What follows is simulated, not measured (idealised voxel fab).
You're looking at the process module voxel plated lines.
Cross-section cut spans 255 nm and uses square cells 5 nm in size.
Just so we're on the same page, the cross-sections are grids of square cells, and they're listed out in bands top to bottom, each band one or more rows deep. Top, bottom (nm), then materials left to right with widths (nm); lone material tagged "everywhere" fills the whole band edge to edge; "empty" = empty space. All heights in this document are referenced to 0, defined as the level beneath which the wafer, as received, consists entirely of one material. The lowest band is not bounded below; it extends indefinitely downward and is written in the form "z 0 and below". It should be noted that a width expressed as "30 to 40" varies in equal increments from row to row of cells within the band, taking the value of the first number at the top row and that of the second number at the bottom row. For the purposes of this document, the phrase "no alterations made" attached to a step denotes that no cell within the cross-section was modified by that step. The entry titled "Closed internal voids" provides the empty spaces that have no open way to the top, restricted to those of 8 cells or more. Each is presented as width x height at distance, the distance being measured from the left edge, with all three in nm. That trailing text on a step's line, after the settings, is the simulator's own remark on the step. overlay nm: mask offset rightward from planned place, masked step; negative means leftward offset.
[Steps in the process plan]
1: RECEIVE (material Si)
2: CONFORMAL_DEP (material SiO2; thk nm 15)
3: DIRECTIONAL_DEP (material TiN; thk nm 5)
4: PATTERN (tone open; mask id LINES; material resist; width nm 20; pitch nm 40; thk nm 40; overlay nm 0)
5: EPI (material Ru; thk nm 10)
6: EPI (material Ru; thk nm 5)
7: EPI (material Ru; thk nm 5)
8: STRIP (etch materials resist)
9: DIRECTIONAL_ETCH (etch materials TiN; depth nm 5)
10: CONFORMAL_DEP (material SiCN; thk nm 10)
[Wafer as received: cross-section following step 1]
  z 0 and below = Si everywhere
  Closed internal voids: none
[Post-module cross-section of the first of two wafers (run per plan)]
  z 50 to 40 = empty: 65 | SiCN: 120 | empty: 70
  z 40 to 25 = empty: 65 | SiCN: 10 | Ru: 20 | SiCN: 20 | Ru: 20 | SiCN: 20 | Ru: 20 | SiCN: 10 | empty: 70
  z 25 to 20 = SiCN: 75 | Ru: 20 | SiCN: 20 | Ru: 20 | SiCN: 20 | Ru: 20 | SiCN: 80
  z 20 to 15 = SiCN: 75 | TiN: 20 | SiCN: 20 | TiN: 20 | SiCN: 20 | TiN: 20 | SiCN: 80
  z 15 to 0 = SiO2 everywhere
  z 0 and below = Si everywhere
  Closed internal voids: none
[This cross-section belongs to the second wafer of two at the end of the module; the start and the plan were shared with the first, and the run included one mistake]
  z 50 to 40 = SiCN everywhere
  z 40 to 20 = Ru: 75 | SiCN: 20 | Ru: 20 | SiCN: 20 | Ru: 20 | SiCN: 20 | Ru: 80
  z 20 to 15 = TiN: 75 | SiCN: 20 | TiN: 20 | SiCN: 20 | TiN: 20 | SiCN: 20 | TiN: 80
  z 15 to 0 = SiO2 everywhere
  z 0 and below = Si everywhere
  Closed internal voids: none
Diagnosis: step 4 did not happen as planned, as run it was PATTERN (tone cover; mask id LINES; material resist; width nm 20; pitch nm 40; thk nm 40; overlay nm 0)
End of process, cell counts, second wafer against first, materials with more or fewer: Ru +108; TiN +27
